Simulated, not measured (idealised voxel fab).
The following is a process module called voxel fin reveal.
Pictured: cross-section cut, 220 nm wide, on a grid of 5 nm square cells.
Format of a cross-section: grid, square cells. Given as bands. Order: top down. Band: one or more rows of cells. A band entry consists of two parts. The first gives the height of the band's top and the height of its bottom, in nm. The rest lists the band's materials from left to right, each with its width in nm. A single material labelled with the word "all across" fills the band from edge to edge, and the word "blank" marks empty space. Height 0 is the level under which the wafer as received is all one material. The lowest band goes on downwards, as in "0 down". The width entry "30..40" should be interpreted row by row: the top row of cells in the band takes the first number, the bottom row takes the second number, and the change between adjacent rows is uniform throughout. What does "no change occurred" mean for a step? It means no cell of the cross-section changed in that step. Reported under the label "Closed internal cavities" are the empty spaces having no open way to the top and comprising 8 cells or more; the notation for each is width x height at distance, in which the distance is measured from the left edge and all three values are in nm. On each step's line, the part that comes after the settings is the simulator's own comment on the step. overlay nm: step with mask; distance mask lay right of planned place; negative value = left of planned place.

Set out below are the planned steps of the process:
1. RECEIVE (material Si)
2. CONFORMAL_DEP (material SiN; thk nm 10)
3. PATTERN (tone cover; mask id FINS; material resist; width nm 15; pitch nm 35; thk nm 20; overlay nm -15)
4. DIRECTIONAL_ETCH (etch materials SiN; depth nm 10)
5. DIRECTIONAL_ETCH (etch materials Si; depth nm 30)
6. STRIP (etch materials resist)
7. FILL_DEP (material SiO2; thk nm 15)
8. CMP (height nm 10)
9. SELECTIVE_ETCH (etch materials SiO2; depth nm 25)
10. STRIP (etch materials SiN)
Quick note for whoever runs this: the wafers start identical, but the overlay nm at step 3 isn't the same across them. The plan just shows what the first wafer had.

Incoming state of the first of several wafers in cross-section: after step 1:
    0 down | Si all across
    Closed internal cavities: none

Note: the following table is arranged by wafer, a row apiece. Each row reports the end-of-module state: per material, cells gained (+) or cells lost (-) compared with the wafer as received; closed voids follow:
overlay nm -15; -228 Si; +114 SiO2; Closed internal cavities: none
overlay nm -10; -228 Si; +114 SiO2; Closed internal cavities: none
overlay nm -5; -228 Si; +114 SiO2; Closed internal cavities: none
overlay nm 0; -228 Si; +114 SiO2; Closed internal cavities: none
overlay nm 5; -228 Si; +114 SiO2; Closed internal cavities: none
overlay nm 10; -228 Si; +114 SiO2; Closed internal cavities: none
overlay nm 15; -228 Si; +114 SiO2; Closed internal cavities: none
